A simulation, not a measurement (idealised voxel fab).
The following is a process module called voxel released beams.
The width of the displayed cross-section, cut, is 180 nm; its cells are square, with a size of 5 nm.
Cross-section, as written here: a square-cell grid given band by band from the top down, where a band holds one or more rows of cells. Top, bottom (nm), then materials left to right with widths (nm); lone material tagged "full width" fills the whole band edge to edge; "air" = empty space. The level at which height equals 0 is the one under which the wafer, as it arrives, is entirely one material. No lower edge exists for the bottom band, which continues downward and is notated as in "from 0 down". The expression "30->40" gives the width at the extremes of the band, the first number at its top row of cells and the second at its bottom row, with the width changing by equal amounts from each row to the next in between. For the purposes of this document, the phrase "no change occurred" attached to a step denotes that no cell within the cross-section was modified by that step. You'll see "Sealed cavities" listing empty spaces that have no way open to the top, as long as they're 8 cells or more; the notation is width x height at distance, where the distance is from the left edge, and all of it is in nm. If you see something after the settings on a step's line, that's the simulator's own remark about that step. The optional step-line setting "overlay nm" applies to steps with a mask and quantifies how far to the right of its planned location the mask lay, a negative value indicating leftward placement.
Listed below are the process steps as planned
| 1 | RECEIVE,material Si |
| 2 | CONFORMAL_DEP,material SiN,thk nm 10 |
| 3 | DIRECTIONAL_DEP,material SiO2,thk nm 20 |
| 4 | PATTERN,tone open,mask id ANCHOR,material resist,width nm 35,thk nm 15,overlay nm 0 |
| 5 | DIRECTIONAL_ETCH,etch materials SiO2,depth nm 20 |
| 6 | STRIP,etch materials resist |
| 7 | CONFORMAL_DEP,material TiN,thk nm 15 |
| 8 | DIRECTIONAL_DEP,material aC,thk nm 15 |
| 9 | PATTERN,tone cover,mask id BEAM,material resist,width nm 100,thk nm 30,overlay nm 0 |
| 10 | DIRECTIONAL_ETCH,etch materials aC,depth nm 15 |
| 11 | STRIP,etch materials resist |
| 12 | DIRECTIONAL_ETCH,etch materials TiN,depth nm 15 |
| 13 | STRIP,etch materials aC |
| 14 | STRIP,etch materials SiO2 |
As-received wafer cross-section (after step 1)
from 0 down | Si full width
Sealed cavities: none
Cross-section, end of module. Start: as above. Plan: as above. Execution: one mistake
from 45 to 30 | 35 air, then 20 TiN, then 5 air, then 80 TiN, then 40 air
from 30 to 25 | 40 air, then 15 TiN, then 5 air, then 15 TiN, then 105 air
from 25 to 10 | 40 air, then 35 TiN, then 105 air
from 10 to 0 | SiN full width
from 0 down | Si full width
Sealed cavities: none
Run error: heads up, step 9 didn't go per plan, it actually ran as PATTERN,tone cover,mask id BEAM,material resist,width nm 105,thk nm 30,overlay nm 0
